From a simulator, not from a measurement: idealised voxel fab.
Module name: voxel fin reveal (process module)
Section shown: cut. Width: 155 nm. Cell size: 5 nm, square.
Just so we're on the same page, the cross-sections are grids of square cells, and they're listed out in bands top to bottom, each band one or more rows deep.
Heights first: top, then bottom, in nm. Then materials, left to right, each with a width in nm. "all across" on a single material: fills the band edge to edge. "empty": empty space.
Heads up on the height convention: 0 is the point under which the incoming wafer is all one material, and the lowest band has no bottom, it just keeps going down, like "from 0 down".
You'd read "30->40" like this: the band's top row of cells is as wide as the first number, its bottom row is as wide as the second, and going down, every row changes width by the same amount as the row before did.
When a step is marked "everything unchanged", none of the cells in the cross-section changed during that step.
Enclosed voids (no open way to top), threshold 8 cells or more, entry "Enclosed void listing", notation width x height at distance, distance from left edge, nm.
What comes after the settings on a step's line is commentary from the simulator itself on that step.
When a step includes a mask, the "overlay nm" setting on its line states how far to the right of its planned place that mask lay, and negative values state how far to the left.
-- Process steps - plan
1) RECEIVE with material Si
2) CONFORMAL_DEP with material SiN, thk nm 5
3) DIRECTIONAL_DEP with material aC, thk nm 15
4) PATTERN with tone cover, mask id FINS, material resist, width nm 15, pitch nm 40, thk nm 35, overlay nm 0
5) DIRECTIONAL_ETCH with etch materials aC, depth nm 15
6) STRIP with etch materials resist
7) DIRECTIONAL_ETCH with etch materials SiN, depth nm 5
8) DIRECTIONAL_ETCH with etch materials Si, depth nm 35
9) STRIP with etch materials aC
10) FILL_DEP with material SiO2, thk nm 10
11) CMP with height nm 5
12) SELECTIVE_ETCH with etch materials SiO2, depth nm 15
13) STRIP with etch materials SiN
14) CONFORMAL_DEP with material SiO2, thk nm 5
-- The cross-section here shows the wafer as received, i.e. in its state after step 1
    from 0 down = Si all across
    Enclosed void listing: none
-- Below is the wafer in cross-section after the module was completed. It began from the starting point shown above and followed the plan shown above, except that one mistake was made while running it
    from 5 to 0 = empty 45 nm | SiO2 30 nm | empty 10 nm | SiO2 30 nm | empty 40 nm
    from 0 to -5 = empty 45 nm | SiO2 5 nm | Si 20 nm | SiO2 5 nm | empty 10 nm | SiO2 5 nm | Si 20 nm | SiO2 5 nm | empty 40 nm
    from -5 to -35 = SiO2 50 nm | Si 20 nm | SiO2 20 nm | Si 20 nm | SiO2 45 nm
    from -35 down = Si all across
    Enclosed void listing: none
Misprocessing identified: step 4 was not run as planned; what actually ran was PATTERN with tone cover, mask id FINS, material resist, width nm 20, pitch nm 40, thk nm 35, overlay nm 0
